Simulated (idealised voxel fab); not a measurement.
process module | voxel ribs on slabs
cross-section cut | 150 nm wide | cells 5 nm
A cross-section is a grid of square cells, given in bands from the top down. A band is one or more rows of cells.
Each band's line starts with the height of the band's top and of its bottom, in nm. Then come its materials from left to right, each with its width in nm. One material with "throughout" fills the band from edge to edge. "air" is empty space.
Height 0 is the level under which the wafer as received is all one material. The lowest band goes on downwards, as in "0 down".
A width such as "30 to 40" changes by the same amount from each row of cells to the next, from the band's top row to its bottom row.
"no change" after a step means that no cell of the cross-section changed.
closed voids: empty space of 8 cells or more with no open way to the top, each as width x height at its distance from the left edge, in nm
after a step's settings: what the simulator itself notes on the step
overlay nm, on a step with a mask: how far to the right of its planned place the mask lay; to the left if negative
plan
1 op RECEIVE | material Si
2 op DIRECTIONAL_DEP | material SiO2 | thk nm 20
3 op DIRECTIONAL_DEP | material polySi | thk nm 20
4 op MASKED_ETCH | tone cover | mask id RIB | width nm 15 | etch materials polySi | depth nm 5 | overlay nm 0
5 op DIRECTIONAL_DEP | material aC | thk nm 15
6 op PATTERN | tone cover | mask id SLAB | material resist | width nm 45 | thk nm 30 | overlay nm 0
7 op DIRECTIONAL_ETCH | etch materials aC | depth nm 15
8 op STRIP | etch materials resist
9 op DIRECTIONAL_ETCH | etch materials polySi | depth nm 15
10 op STRIP | etch materials aC
11 op FILL_DEP | material SiO2 | thk nm 20
12 op CMP | height nm 50
13 op DIRECTIONAL_DEP | material TiN | thk nm 10
14 op PATTERN | tone cover | mask id HEATER | material resist | width nm 25 | thk nm 15 | overlay nm 0
15 op DIRECTIONAL_ETCH | etch materials TiN | depth nm 10
16 op STRIP | etch materials resist
17 op CONFORMAL_DEP | material SiN | thk nm 10
as received, after step 1
  0 down: Si throughout
  closed voids: none
first wafer at the end, as planned
  70 to 60: air 50 | SiN 45 | air 55
  60 to 50: SiN 60 | TiN 25 | SiN 65
  50 to 40: SiO2 throughout
  40 to 35: SiO2 65 | polySi 15 | SiO2 70
  35 to 20: SiO2 50 | polySi 45 | SiO2 55
  20 to 0: SiO2 throughout
  0 down: Si throughout
  closed voids: none
second wafer at the end: like start, like plan, one mistake
  60 to 50: air 60 | TiN 25 | air 65
  50 to 40: SiO2 throughout
  40 to 35: SiO2 65 | polySi 15 | SiO2 70
  35 to 20: SiO2 50 | polySi 45 | SiO2 55
  20 to 0: SiO2 throughout
  0 down: Si throughout
  closed voids: none
what went wrong: step 17 was left out
at the end the second wafer has, in cells: 68 fewer of SiN
